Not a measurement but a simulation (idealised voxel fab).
Process module name: voxel transistor to metal
Cross-section cut spans 165 nm and uses square cells 5 nm in size.
Square cells in a grid make up a cross-section in this document, and the grid is given as bands, listed from the top down, each one or more rows of cells.
Heights first: top, then bottom, in nm. Then materials, left to right, each with a width in nm. "all across" on a single material: fills the band edge to edge. "air": empty space.
Height reference: 0 = level under which incoming wafer is all one material. Lowest band: no bottom, runs on downward, e.g. "top 0, no bottom".
You'd read "30->40" like this: the band's top row of cells is as wide as the first number, its bottom row is as wide as the second, and going down, every row changes width by the same amount as the row before did.
Reading "no alteration" for a step: not a cell of the cross-section changed in it.
Closed empty spaces (no open way to the top) of 8 cells or more are what "Closed void entries" lists, each as width x height at distance from the left edge, nm for all three.
On each step's line, the part that comes after the settings is the simulator's own comment on the step.
overlay nm: on a step with a mask, how far right of its planned place the mask lay; negative means left.

**The process steps that were planned are listed below**
1) RECEIVE (material Si)
2) CONFORMAL_DEP (material SiO2; thk nm 5)
3) CONFORMAL_DEP (material SiN; thk nm 10)
4) PATTERN (tone cover; mask id ACTIVE; material resist; width nm 105; thk nm 15; overlay nm 0)
5) DIRECTIONAL_ETCH (etch materials SiN; depth nm 10)
6) DIRECTIONAL_ETCH (etch materials SiO2; depth nm 5)
7) DIRECTIONAL_ETCH (etch materials Si; depth nm 20)
8) STRIP (etch materials resist)
9) FILL_DEP (material SiO2; thk nm 10)
10) CMP (height nm 15)
11) SELECTIVE_ETCH (etch materials SiO2; depth nm 5)
12) STRIP (etch materials SiN)
13) SELECTIVE_ETCH (etch materials SiO2; depth nm 5)
14) OXIDIZE (depth nm 5)
15) DIRECTIONAL_DEP (material polySi; thk nm 25)
16) DIRECTIONAL_DEP (material SiCN; thk nm 10)
17) DIRECTIONAL_DEP (material aC; thk nm 15)
18) PATTERN (tone cover; mask id GATE; material resist; width nm 15; thk nm 30; overlay nm 0)
19) DIRECTIONAL_ETCH (etch materials aC; depth nm 15)
20) STRIP (etch materials resist)
21) DIRECTIONAL_ETCH (etch materials SiCN; depth nm 20)
22) DIRECTIONAL_ETCH (etch materials polySi; depth nm 35)
23) STRIP (etch materials aC)
24) CONFORMAL_DEP (material SiO2; thk nm 5)
25) DIRECTIONAL_ETCH (etch materials SiO2; depth nm 5)
26) CONFORMAL_DEP (material SiN; thk nm 5)
27) DIRECTIONAL_ETCH (etch materials SiN; depth nm 5)
28) DIRECTIONAL_ETCH (etch materials SiO2; depth nm 5)
29) EPI (material SiGe; thk nm 5)
30) FILL_DEP (material SiO2; thk nm 10)
31) CMP (height nm 35)
32) DIRECTIONAL_DEP (material SiO2; thk nm 10)
33) PATTERN (tone open; mask id CONTACT; material resist; width nm 20; pitch nm 65; thk nm 20; overlay nm -15)
34) DIRECTIONAL_ETCH (etch materials SiO2; depth nm 45)
35) STRIP (etch materials resist)
36) CONFORMAL_DEP (material TiN; thk nm 5)
37) FILL_DEP (material Ru; thk nm 5)
38) CMP (height nm 45)
39) DIRECTIONAL_DEP (material TiN; thk nm 5)
40) DIRECTIONAL_DEP (material W; thk nm 20)
41) MASKED_ETCH (tone cover; mask id METAL_1; width nm 20; pitch nm 65; etch materials W; depth nm 20; overlay nm 0)
42) MASKED_ETCH (tone cover; mask id METAL_1; width nm 20; pitch nm 65; etch materials TiN; depth nm 5; overlay nm 0)
43) CONFORMAL_DEP (material SiCN; thk nm 5)
44) FILL_DEP (material lowk; thk nm 10)
45) CMP (height nm 70)
46) CONFORMAL_DEP (material SiN; thk nm 5)
Wafer-to-wafer difference: overlay nm, step 33. Common start. Plan = first wafer's value.

**After step 1, as received: first of several wafers, cross-section**
top 0, no bottom: Si all across
Closed void entries: none

**Table: wafers, a row each; end-of-module cell change per material since receipt, gain (+), loss (-); then closed voids**
overlay nm -15; +16 Ru; -69 Si; +47 SiCN; +12 SiGe; +49 SiN; +253 SiO2; +56 TiN; +32 W; +84 lowk; +15 polySi; Closed void entries: none
overlay nm -10; +24 Ru; -69 Si; +47 SiCN; +12 SiGe; +49 SiN; +253 SiO2; +48 TiN; +32 W; +84 lowk; +15 polySi; Closed void entries: none
overlay nm -5; +32 Ru; -69 Si; +47 SiCN; +12 SiGe; +49 SiN; +245 SiO2; +48 TiN; +32 W; +84 lowk; +15 polySi; Closed void entries: none
overlay nm 0; +32 Ru; -69 Si; +47 SiCN; +12 SiGe; +49 SiN; +245 SiO2; +48 TiN; +32 W; +84 lowk; +15 polySi; Closed void entries: none
overlay nm 5; +32 Ru; -69 Si; +47 SiCN; +12 SiGe; +49 SiN; +245 SiO2; +48 TiN; +32 W; +84 lowk; +15 polySi; Closed void entries: none
overlay nm 10; +24 Ru; -69 Si; +47 SiCN; +12 SiGe; +49 SiN; +253 SiO2; +48 TiN; +32 W; +84 lowk; +15 polySi; Closed void entries: none
overlay nm 15; +16 Ru; -69 Si; +47 SiCN; +12 SiGe; +49 SiN; +253 SiO2; +56 TiN; +32 W; +84 lowk; +15 polySi; Closed void entries: none
